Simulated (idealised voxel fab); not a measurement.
Documented hereafter: the process module known as voxel released beams.
Square cell edge 5 nm, section width 220 nm, ID cut.
Cross-section = grid of square cells, listed top down in bands; band = one or more rows.
Top, bottom (nm), then materials left to right with widths (nm); lone material tagged "throughout" fills the whole band edge to edge; "blank" = empty space.
Measure heights from 0. That's the level where, below it, the as-received wafer is all one material. The lowest band is bottomless and extends downward; write it as in "from 0 down".
You'd read "30..40" like this: the band's top row of cells is as wide as the first number, its bottom row is as wide as the second, and going down, every row changes width by the same amount as the row before did.
No cell of the cross-section changed in a step that is given as "no alteration".
"Voids lacking openings" lists enclosed empty spaces (at least 8 cells, no open path upward to the top), each as width x height at distance from the left edge, in nm.
The remark found on a step's line after its settings is issued by the simulator itself and pertains to that step.
Each step line may optionally specify "overlay nm", which for a step with a mask gives the rightward distance between the mask's planned place and where it lay, a negative value indicating the leftward direction.
-- List of planned process steps
1) RECEIVE, material Si
2) CONFORMAL_DEP, material SiN, thk nm 5
3) DIRECTIONAL_DEP, material SiO2, thk nm 10
4) MASKED_ETCH, tone open, mask id ANCHOR, width nm 35, etch materials SiO2, depth nm 10, overlay nm 0
5) CONFORMAL_DEP, material TiN, thk nm 15
6) DIRECTIONAL_DEP, material aC, thk nm 10
7) PATTERN, tone cover, mask id BEAM, material resist, width nm 90, thk nm 30, overlay nm 0
8) DIRECTIONAL_ETCH, etch materials aC, depth nm 10
9) STRIP, etch materials resist
10) DIRECTIONAL_ETCH, etch materials TiN, depth nm 15
11) STRIP, etch materials aC
12) STRIP, etch materials SiO2
-- Cross-section, incoming material, after step 1
* from 0 down = Si throughout
* Voids lacking openings: none
-- Run as planned - first of the two wafers cross-sectioned at the end of the module
* from 30 to 20 = 60 nm blank  20 nm TiN  5 nm blank  65 nm TiN  70 nm blank
* from 20 to 15 = 60 nm blank  90 nm TiN  70 nm blank
* from 15 to 5 = 65 nm blank  35 nm TiN  120 nm blank
* from 5 to 0 = SiN throughout
* from 0 down = Si throughout
* Voids lacking openings: none
-- End of module, second wafer, cross-section. Started like the first, planned like the first, run with one mistake
* from 40 to 30 = 80 nm SiN  5 nm blank  135 nm SiN
* from 30 to 20 = 80 nm TiN  5 nm SiN  135 nm TiN
* from 20 to 15 = TiN throughout
* from 15 to 5 = 65 nm SiO2  35 nm TiN  120 nm SiO2
* from 5 to 0 = SiN throughout
* from 0 down = Si throughout
* Voids lacking openings: none
Error vs. plan: step 6 ran differently from the plan; actual operation with settings: DIRECTIONAL_DEP, material SiN, thk nm 10
At the finish, the second wafer shows more or fewer cells for some materials than the first does: 88 more of SiN, 74 more of SiO2, 78 more of TiN
